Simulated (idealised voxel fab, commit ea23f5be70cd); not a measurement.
Process module heading - voxel tone inversion
We display cut, a cross-section 220 nm in width whose square cells are each 5 nm.
Cross-section = grid of square cells, listed top down in bands; band = one or more rows.
Within each band entry, the heights of the top and of the bottom of the band appear first, in that order and in nm; the materials of the band then follow from left to right, each with its corresponding width in nm. The designation "everywhere" on a single material indicates that it fills the band from edge to edge; the designation "empty" indicates empty space.
Beneath 0, the wafer as received is one material, and that level is where height counting begins. The lowest band goes on downward without a bottom; it is written like "from 0 down".
The expression "30..40" gives the width at the extremes of the band, the first number at its top row of cells and the second at its bottom row, with the width changing by equal amounts from each row to the next in between.
"nothing got changed" for a step: no cell of the cross-section changed in that step.
"Completely enclosed voids" means: voids of 8 cells or more that are shut off from the top with no open way through. Written width x height at distance, distance from the left edge, in nm.
If you see something after the settings on a step's line, that's the simulator's own remark about that step.
overlay nm: right-of-plan distance of the mask on a masked step; negative values mean left-of-plan.
## The process steps that were planned are listed below
1,RECEIVE [material Si]
2,CONFORMAL_DEP [material SiN] [thk nm 10]
3,DIRECTIONAL_DEP [material polySi] [thk nm 15]
4,PATTERN [tone cover] [mask id POSTS] [material resist] [width nm 25] [pitch nm 40] [thk nm 20] [overlay nm 0]
5,DIRECTIONAL_ETCH [etch materials polySi] [depth nm 15]
6,STRIP [etch materials resist]
7,FILL_DEP [material SiO2] [thk nm 10]
8,CMP [height nm 25]
9,STRIP [etch materials polySi]
## Received-state cross-section, reflecting completion of step 1
> from 0 down = Si everywhere
> Completely enclosed voids: none
## Starting structure and process plan are as shown above, but one mistake was made in running the module; the wafer cross-section at the end of the module follows
> from 25 to 15 = SiN everywhere
> from 15 to 0 = polySi everywhere
> from 0 down = Si everywhere
> Completely enclosed voids: none
What was done differently from what was planned? steps 2 and 3 got flipped, so each one ran where the other should have
